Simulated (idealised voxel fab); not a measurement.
process module | voxel transistor to metal
cross-section cut | 215 nm wide | cells 5 nm
A cross-section is a grid of square cells, given in bands from the top down. A band is one or more rows of cells.
Each band's line starts with the height of the band's top and of its bottom, in nm. Then come its materials from left to right, each with its width in nm. One material with "throughout" fills the band from edge to edge. "air" is empty space.
Height 0 is the level under which the wafer as received is all one material. The lowest band goes on downwards, as in "0 down".
A width such as "30 to 40" changes by the same amount from each row of cells to the next, from the band's top row to its bottom row.
"no change" after a step means that no cell of the cross-section changed.
closed voids: empty space of 8 cells or more with no open way to the top, each as width x height at its distance from the left edge, in nm
after a step's settings: what the simulator itself notes on the step
overlay nm, on a step with a mask: how far to the right of its planned place the mask lay; to the left if negative
plan
1 op RECEIVE | material Si
2 op OXIDIZE | depth nm 5
3 op CONFORMAL_DEP | material SiN | thk nm 10
4 op MASKED_ETCH | tone cover | mask id ACTIVE | width nm 125 | etch materials SiN | depth nm 10 | overlay nm 0
5 op MASKED_ETCH | tone cover | mask id ACTIVE | width nm 125 | etch materials SiO2 | depth nm 5 | overlay nm 0
6 op MASKED_ETCH | tone cover | mask id ACTIVE | width nm 125 | etch materials Si | depth nm 20 | overlay nm 0
7 op FILL_DEP | material SiO2 | thk nm 5
8 op CMP | height nm 10
9 op SELECTIVE_ETCH | etch materials SiO2 | depth nm 10
10 op STRIP | etch materials SiN
11 op SELECTIVE_ETCH | etch materials SiO2 | depth nm 5
12 op OXIDIZE | depth nm 5
13 op DIRECTIONAL_DEP | material polySi | thk nm 20
14 op DIRECTIONAL_DEP | material SiCN | thk nm 15
15 op DIRECTIONAL_DEP | material aC | thk nm 15
16 op PATTERN | tone cover | mask id GATE | material resist | width nm 35 | thk nm 35 | overlay nm 0
17 op DIRECTIONAL_ETCH | etch materials aC | depth nm 15
18 op STRIP | etch materials resist
19 op DIRECTIONAL_ETCH | etch materials SiCN | depth nm 25
20 op DIRECTIONAL_ETCH | etch materials polySi | depth nm 30
21 op STRIP | etch materials aC
22 op CONFORMAL_DEP | material SiO2 | thk nm 5
23 op DIRECTIONAL_ETCH | etch materials SiO2 | depth nm 5
24 op CONFORMAL_DEP | material SiN | thk nm 10
25 op DIRECTIONAL_ETCH | etch materials SiN | depth nm 10
26 op DIRECTIONAL_ETCH | etch materials SiO2 | depth nm 5
27 op DIRECTIONAL_ETCH | etch materials Si | depth nm 5
28 op EPI | material pSi | thk nm 5
29 op FILL_DEP | material SiO2 | thk nm 10
30 op CMP | height nm 15
31 op STRIP | etch materials polySi
32 op SELECTIVE_ETCH | etch materials SiO2 | depth nm 5
33 op CONFORMAL_DEP | material HfO2 | thk nm 5
34 op CONFORMAL_DEP | material TiN | thk nm 5
35 op FILL_DEP | material W | thk nm 10
36 op CMP | height nm 10
37 op DIRECTIONAL_DEP | material SiO2 | thk nm 10
38 op PATTERN | tone open | mask id CONTACT | material resist | width nm 20 | pitch nm 85 | thk nm 15 | overlay nm 0
39 op DIRECTIONAL_ETCH | etch materials SiO2 | depth nm 30
40 op STRIP | etch materials resist
41 op CONFORMAL_DEP | material TiN | thk nm 5
42 op FILL_DEP | material Ru | thk nm 5
43 op CMP | height nm 20
44 op DIRECTIONAL_DEP | material TiN | thk nm 5
45 op DIRECTIONAL_DEP | material W | thk nm 15
46 op DIRECTIONAL_DEP | material aC | thk nm 15
47 op PATTERN | tone cover | mask id METAL_1 | material resist | width nm 20 | pitch nm 85 | thk nm 35 | overlay nm 0
48 op DIRECTIONAL_ETCH | etch materials aC | depth nm 15
49 op STRIP | etch materials resist
50 op DIRECTIONAL_ETCH | etch materials W | depth nm 15
51 op DIRECTIONAL_ETCH | etch materials TiN | depth nm 5
52 op STRIP | etch materials aC
53 op FILL_DEP | material lowk | thk nm 10
54 op CMP | height nm 40
55 op CONFORMAL_DEP | material SiCN | thk nm 5
first wafer, as planned
as received, after step 1
  0 down: Si throughout
  closed voids: none
after step 2
  0 to -5: SiO2 throughout
  below -5: unchanged
after step 3
  10 to 0: SiN throughout
  below 0: unchanged
after step 4
  10 to 0: air 45 | SiN 125 | air 45
  below 0: unchanged
after step 5
  10 to 0: air 45 | SiN 125 | air 45
  0 to -5: air 45 | SiO2 125 | air 45
  below -5: unchanged
after step 6
  10 to 0: air 45 | SiN 125 | air 45
  0 to -5: air 45 | SiO2 125 | air 45
  -5 to -25: air 45 | Si 125 | air 45
  below -25: unchanged
after step 7
  15 to 10: SiO2 throughout
  10 to 0: SiO2 45 | SiN 125 | SiO2 45
  0 to -5: SiO2 throughout
  -5 to -25: SiO2 45 | Si 125 | SiO2 45
  below -25: unchanged
after step 8
  10 to 0: SiO2 45 | SiN 125 | SiO2 45
  below 0: unchanged
after step 9
  10 to 0: air 45 | SiN 125 | air 45
  below 0: unchanged
after step 10
  0 to -5: SiO2 throughout
  below -5: unchanged
after step 11
  -5 to -25: SiO2 45 | Si 125 | SiO2 45
  below -25: unchanged
after step 12
  -5 to -10: SiO2 throughout
  below -10: unchanged
after step 13
  15 to -5: polySi throughout
  below -5: unchanged
after step 14
  30 to 15: SiCN throughout
  below 15: unchanged
after step 15
  45 to 30: aC throughout
  below 30: unchanged
after step 16
  80 to 45: air 90 | resist 35 | air 90
  below 45: unchanged
after step 17
  65 to 45: air 90 | resist 35 | air 90
  45 to 30: air 90 | aC 35 | air 90
  below 30: unchanged
after step 18
  45 to 30: air 90 | aC 35 | air 90
  below 30: unchanged
after step 19
  45 to 30: air 90 | aC 35 | air 90
  30 to 15: air 90 | SiCN 35 | air 90
  below 15: unchanged
after step 20
  45 to 30: air 90 | aC 35 | air 90
  30 to 15: air 90 | SiCN 35 | air 90
  15 to -5: air 90 | polySi 35 | air 90
  below -5: unchanged
after step 21
  30 to 15: air 90 | SiCN 35 | air 90
  below 15: unchanged
after step 22
  35 to 30: air 85 | SiO2 45 | air 85
  30 to 15: air 85 | SiO2 5 | SiCN 35 | SiO2 5 | air 85
  15 to 0: air 85 | SiO2 5 | polySi 35 | SiO2 5 | air 85
  0 to -5: SiO2 90 | polySi 35 | SiO2 90
  below -5: unchanged
after step 23
  30 to 15: air 85 | SiO2 5 | SiCN 35 | SiO2 5 | air 85
  15 to -5: air 85 | SiO2 5 | polySi 35 | SiO2 5 | air 85
  below -5: unchanged
after step 24
  40 to 30: air 75 | SiN 65 | air 75
  30 to 15: air 75 | SiN 10 | SiO2 5 | SiCN 35 | SiO2 5 | SiN 10 | air 75
  15 to 5: air 75 | SiN 10 | SiO2 5 | polySi 35 | SiO2 5 | SiN 10 | air 75
  5 to -5: SiN 85 | SiO2 5 | polySi 35 | SiO2 5 | SiN 85
  below -5: unchanged
after step 25
  30 to 15: air 75 | SiN 10 | SiO2 5 | SiCN 35 | SiO2 5 | SiN 10 | air 75
  15 to -5: air 75 | SiN 10 | SiO2 5 | polySi 35 | SiO2 5 | SiN 10 | air 75
  below -5: unchanged
after step 26
  30 to 25: air 75 | SiN 10 | air 5 | SiCN 35 | air 5 | SiN 10 | air 75
  25 to 15: air 75 | SiN 10 | SiO2 5 | SiCN 35 | SiO2 5 | SiN 10 | air 75
  15 to -5: air 75 | SiN 10 | SiO2 5 | polySi 35 | SiO2 5 | SiN 10 | air 75
  -5 to -10: air 75 | SiO2 65 | air 75
  below -10: unchanged
after step 27
  30 to 25: air 75 | SiN 10 | air 5 | SiCN 35 | air 5 | SiN 10 | air 75
  25 to 15: air 75 | SiN 10 | SiO2 5 | SiCN 35 | SiO2 5 | SiN 10 | air 75
  15 to -5: air 75 | SiN 10 | SiO2 5 | polySi 35 | SiO2 5 | SiN 10 | air 75
  -5 to -10: air 75 | SiO2 65 | air 75
  -10 to -15: SiO2 45 | air 30 | Si 65 | air 30 | SiO2 45
  below -15: unchanged
after step 28
  30 to 25: air 75 | SiN 10 | air 5 | SiCN 35 | air 5 | SiN 10 | air 75
  25 to 15: air 75 | SiN 10 | SiO2 5 | SiCN 35 | SiO2 5 | SiN 10 | air 75
  15 to -5: air 75 | SiN 10 | SiO2 5 | polySi 35 | SiO2 5 | SiN 10 | air 75
  -5 to -10: air 70 | pSi 5 | SiO2 65 | pSi 5 | air 70
  -10 to -15: SiO2 45 | pSi 30 | Si 65 | pSi 30 | SiO2 45
  below -15: unchanged
after step 29
  40 to 30: SiO2 throughout
  30 to 15: SiO2 75 | SiN 10 | SiO2 5 | SiCN 35 | SiO2 5 | SiN 10 | SiO2 75
  15 to -5: SiO2 75 | SiN 10 | SiO2 5 | polySi 35 | SiO2 5 | SiN 10 | SiO2 75
  -5 to -10: SiO2 70 | pSi 5 | SiO2 65 | pSi 5 | SiO2 70
  below -10: unchanged
after step 30
  15 to -5: SiO2 75 | SiN 10 | SiO2 5 | polySi 35 | SiO2 5 | SiN 10 | SiO2 75
  below -5: unchanged
after step 31
  15 to -5: SiO2 75 | SiN 10 | SiO2 5 | air 35 | SiO2 5 | SiN 10 | SiO2 75
  below -5: unchanged
after step 32
  15 to 10: air 75 | SiN 10 | air 45 | SiN 10 | air 75
  10 to -5: SiO2 75 | SiN 10 | air 45 | SiN 10 | SiO2 75
  -5 to -10: SiO2 70 | pSi 5 | SiO2 10 | air 45 | SiO2 10 | pSi 5 | SiO2 70
  below -10: unchanged
after step 33
  20 to 15: air 70 | HfO2 20 | air 35 | HfO2 20 | air 70
  15 to 10: HfO2 75 | SiN 10 | HfO2 5 | air 35 | HfO2 5 | SiN 10 | HfO2 75
  10 to -5: SiO2 75 | SiN 10 | HfO2 5 | air 35 | HfO2 5 | SiN 10 | SiO2 75
  -5 to -10: SiO2 70 | pSi 5 | SiO2 10 | HfO2 45 | SiO2 10 | pSi 5 | SiO2 70
  below -10: unchanged
after step 34
  25 to 20: air 65 | TiN 30 | air 25 | TiN 30 | air 65
  20 to 15: TiN 70 | HfO2 20 | TiN 5 | air 25 | TiN 5 | HfO2 20 | TiN 70
  15 to 10: HfO2 75 | SiN 10 | HfO2 5 | TiN 5 | air 25 | TiN 5 | HfO2 5 | SiN 10 | HfO2 75
  10 to 0: SiO2 75 | SiN 10 | HfO2 5 | TiN 5 | air 25 | TiN 5 | HfO2 5 | SiN 10 | SiO2 75
  0 to -5: SiO2 75 | SiN 10 | HfO2 5 | TiN 35 | HfO2 5 | SiN 10 | SiO2 75
  below -5: unchanged
after step 35
  35 to 25: W throughout
  25 to 20: W 65 | TiN 30 | W 25 | TiN 30 | W 65
  20 to 15: TiN 70 | HfO2 20 | TiN 5 | W 25 | TiN 5 | HfO2 20 | TiN 70
  15 to 10: HfO2 75 | SiN 10 | HfO2 5 | TiN 5 | W 25 | TiN 5 | HfO2 5 | SiN 10 | HfO2 75
  10 to 0: SiO2 75 | SiN 10 | HfO2 5 | TiN 5 | W 25 | TiN 5 | HfO2 5 | SiN 10 | SiO2 75
  below 0: unchanged
after step 36
  10 to 0: SiO2 75 | SiN 10 | HfO2 5 | TiN 5 | W 25 | TiN 5 | HfO2 5 | SiN 10 | SiO2 75
  below 0: unchanged
after step 37
  20 to 10: SiO2 throughout
  below 10: unchanged
after step 38
  35 to 20: resist 55 | air 20 | resist 65 | air 20 | resist 55
  below 20: unchanged
after step 39
  35 to 20: resist 55 | air 20 | resist 65 | air 20 | resist 55
  20 to 10: SiO2 55 | air 20 | SiO2 65 | air 20 | SiO2 55
  10 to 0: SiO2 55 | air 20 | SiN 10 | HfO2 5 | TiN 5 | W 25 | TiN 5 | HfO2 5 | SiN 10 | air 20 | SiO2 55
  0 to -5: SiO2 55 | air 20 | SiN 10 | HfO2 5 | TiN 35 | HfO2 5 | SiN 10 | air 20 | SiO2 55
  -5 to -10: SiO2 55 | air 15 | pSi 5 | SiO2 10 | HfO2 45 | SiO2 10 | pSi 5 | air 15 | SiO2 55
  below -10: unchanged
after step 40
  20 to 10: SiO2 55 | air 20 | SiO2 65 | air 20 | SiO2 55
  below 10: unchanged
after step 41
  25 to 20: TiN 60 | air 10 | TiN 75 | air 10 | TiN 60
  20 to 10: SiO2 55 | TiN 5 | air 10 | TiN 5 | SiO2 65 | TiN 5 | air 10 | TiN 5 | SiO2 55
  10 to 0: SiO2 55 | TiN 5 | air 10 | TiN 5 | SiN 10 | HfO2 5 | TiN 5 | W 25 | TiN 5 | HfO2 5 | SiN 10 | TiN 5 | air 10 | TiN 5 | SiO2 55
  0 to -5: SiO2 55 | TiN 5 | air 5 | TiN 10 | SiN 10 | HfO2 5 | TiN 35 | HfO2 5 | SiN 10 | TiN 10 | air 5 | TiN 5 | SiO2 55
  -5 to -10: SiO2 55 | TiN 15 | pSi 5 | SiO2 10 | HfO2 45 | SiO2 10 | pSi 5 | TiN 15 | SiO2 55
  below -10: unchanged
after step 42
  30 to 25: Ru throughout
  25 to 20: TiN 60 | Ru 10 | TiN 75 | Ru 10 | TiN 60
  20 to 10: SiO2 55 | TiN 5 | Ru 10 | TiN 5 | SiO2 65 | TiN 5 | Ru 10 | TiN 5 | SiO2 55
  10 to 0: SiO2 55 | TiN 5 | Ru 10 | TiN 5 | SiN 10 | HfO2 5 | TiN 5 | W 25 | TiN 5 | HfO2 5 | SiN 10 | TiN 5 | Ru 10 | TiN 5 | SiO2 55
  0 to -5: SiO2 55 | TiN 5 | Ru 5 | TiN 10 | SiN 10 | HfO2 5 | TiN 35 | HfO2 5 | SiN 10 | TiN 10 | Ru 5 | TiN 5 | SiO2 55
  below -5: unchanged
after step 43
  20 to 10: SiO2 55 | TiN 5 | Ru 10 | TiN 5 | SiO2 65 | TiN 5 | Ru 10 | TiN 5 | SiO2 55
  below 10: unchanged
after step 44
  25 to 20: TiN throughout
  below 20: unchanged
after step 45
  40 to 25: W throughout
  below 25: unchanged
after step 46
  55 to 40: aC throughout
  below 40: unchanged
after step 47
  90 to 55: air 55 | resist 20 | air 65 | resist 20 | air 55
  below 55: unchanged
after step 48
  75 to 55: air 55 | resist 20 | air 65 | resist 20 | air 55
  55 to 40: air 55 | aC 20 | air 65 | aC 20 | air 55
  below 40: unchanged
after step 49
  55 to 40: air 55 | aC 20 | air 65 | aC 20 | air 55
  below 40: unchanged
after step 50
  55 to 40: air 55 | aC 20 | air 65 | aC 20 | air 55
  40 to 25: air 55 | W 20 | air 65 | W 20 | air 55
  below 25: unchanged
after step 51
  55 to 40: air 55 | aC 20 | air 65 | aC 20 | air 55
  40 to 25: air 55 | W 20 | air 65 | W 20 | air 55
  25 to 20: air 55 | TiN 20 | air 65 | TiN 20 | air 55
  below 20: unchanged
after step 52
  40 to 25: air 55 | W 20 | air 65 | W 20 | air 55
  below 25: unchanged
after step 53
  50 to 40: lowk throughout
  40 to 25: lowk 55 | W 20 | lowk 65 | W 20 | lowk 55
  25 to 20: lowk 55 | TiN 20 | lowk 65 | TiN 20 | lowk 55
  below 20: unchanged
after step 54
  40 to 25: lowk 55 | W 20 | lowk 65 | W 20 | lowk 55
  below 25: unchanged
after step 55
  45 to 40: SiCN throughout
  below 40: unchanged
second wafer: like start, like plan, one mistake. Through step 32 it matches the first wafer
when step 33 should have ended: no change
when step 34 should have ended
  20 to 15: air 70 | TiN 20 | air 35 | TiN 20 | air 70
  15 to 10: TiN 75 | SiN 10 | TiN 5 | air 35 | TiN 5 | SiN 10 | TiN 75
  10 to -5: SiO2 75 | SiN 10 | TiN 5 | air 35 | TiN 5 | SiN 10 | SiO2 75
  -5 to -10: SiO2 70 | pSi 5 | SiO2 10 | TiN 45 | SiO2 10 | pSi 5 | SiO2 70
  below -10: unchanged
when step 35 should have ended
  30 to 20: W throughout
  20 to 15: W 70 | TiN 20 | W 35 | TiN 20 | W 70
  15 to 10: TiN 75 | SiN 10 | TiN 5 | W 35 | TiN 5 | SiN 10 | TiN 75
  10 to -5: SiO2 75 | SiN 10 | TiN 5 | W 35 | TiN 5 | SiN 10 | SiO2 75
  below -5: unchanged
when step 36 should have ended
  10 to -5: SiO2 75 | SiN 10 | TiN 5 | W 35 | TiN 5 | SiN 10 | SiO2 75
  below -5: unchanged
when step 37 should have ended
  20 to 10: SiO2 throughout
  below 10: unchanged
when step 38 should have ended
  35 to 20: resist 55 | air 20 | resist 65 | air 20 | resist 55
  below 20: unchanged
when step 39 should have ended
  35 to 20: resist 55 | air 20 | resist 65 | air 20 | resist 55
  20 to 10: SiO2 55 | air 20 | SiO2 65 | air 20 | SiO2 55
  10 to -5: SiO2 55 | air 20 | SiN 10 | TiN 5 | W 35 | TiN 5 | SiN 10 | air 20 | SiO2 55
  -5 to -10: SiO2 55 | air 15 | pSi 5 | SiO2 10 | TiN 45 | SiO2 10 | pSi 5 | air 15 | SiO2 55
  below -10: unchanged
when step 40 should have ended
  20 to 10: SiO2 55 | air 20 | SiO2 65 | air 20 | SiO2 55
  below 10: unchanged
when step 41 should have ended
  25 to 20: TiN 60 | air 10 | TiN 75 | air 10 | TiN 60
  20 to 10: SiO2 55 | TiN 5 | air 10 | TiN 5 | SiO2 65 | TiN 5 | air 10 | TiN 5 | SiO2 55
  10 to 0: SiO2 55 | TiN 5 | air 10 | TiN 5 | SiN 10 | TiN 5 | W 35 | TiN 5 | SiN 10 | TiN 5 | air 10 | TiN 5 | SiO2 55
  0 to -5: SiO2 55 | TiN 5 | air 5 | TiN 10 | SiN 10 | TiN 5 | W 35 | TiN 5 | SiN 10 | TiN 10 | air 5 | TiN 5 | SiO2 55
  -5 to -10: SiO2 55 | TiN 15 | pSi 5 | SiO2 10 | TiN 45 | SiO2 10 | pSi 5 | TiN 15 | SiO2 55
  below -10: unchanged
when step 42 should have ended
  30 to 25: Ru throughout
  25 to 20: TiN 60 | Ru 10 | TiN 75 | Ru 10 | TiN 60
  20 to 10: SiO2 55 | TiN 5 | Ru 10 | TiN 5 | SiO2 65 | TiN 5 | Ru 10 | TiN 5 | SiO2 55
  10 to 0: SiO2 55 | TiN 5 | Ru 10 | TiN 5 | SiN 10 | TiN 5 | W 35 | TiN 5 | SiN 10 | TiN 5 | Ru 10 | TiN 5 | SiO2 55
  0 to -5: SiO2 55 | TiN 5 | Ru 5 | TiN 10 | SiN 10 | TiN 5 | W 35 | TiN 5 | SiN 10 | TiN 10 | Ru 5 | TiN 5 | SiO2 55
  below -5: unchanged
when step 43 should have ended
  20 to 10: SiO2 55 | TiN 5 | Ru 10 | TiN 5 | SiO2 65 | TiN 5 | Ru 10 | TiN 5 | SiO2 55
  below 10: unchanged
when step 44 should have ended
  25 to 20: TiN throughout
  below 20: unchanged
when step 45 should have ended
  40 to 25: W throughout
  below 25: unchanged
when step 46 should have ended
  55 to 40: aC throughout
  below 40: unchanged
when step 47 should have ended
  90 to 55: air 55 | resist 20 | air 65 | resist 20 | air 55
  below 55: unchanged
when step 48 should have ended
  75 to 55: air 55 | resist 20 | air 65 | resist 20 | air 55
  55 to 40: air 55 | aC 20 | air 65 | aC 20 | air 55
  below 40: unchanged
when step 49 should have ended
  55 to 40: air 55 | aC 20 | air 65 | aC 20 | air 55
  below 40: unchanged
when step 50 should have ended
  55 to 40: air 55 | aC 20 | air 65 | aC 20 | air 55
  40 to 25: air 55 | W 20 | air 65 | W 20 | air 55
  below 25: unchanged
when step 51 should have ended
  55 to 40: air 55 | aC 20 | air 65 | aC 20 | air 55
  40 to 25: air 55 | W 20 | air 65 | W 20 | air 55
  25 to 20: air 55 | TiN 20 | air 65 | TiN 20 | air 55
  below 20: unchanged
when step 52 should have ended
  40 to 25: air 55 | W 20 | air 65 | W 20 | air 55
  below 25: unchanged
when step 53 should have ended
  50 to 40: lowk throughout
  40 to 25: lowk 55 | W 20 | lowk 65 | W 20 | lowk 55
  25 to 20: lowk 55 | TiN 20 | lowk 65 | TiN 20 | lowk 55
  below 20: unchanged
when step 54 should have ended
  40 to 25: lowk 55 | W 20 | lowk 65 | W 20 | lowk 55
  below 25: unchanged
when step 55 should have ended
  45 to 40: SiCN throughout
  below 40: unchanged
what went wrong: step 33 was left out
at the end the second wafer has, in cells: 15 fewer of HfO2 | 4 more of TiN | 11 more of W
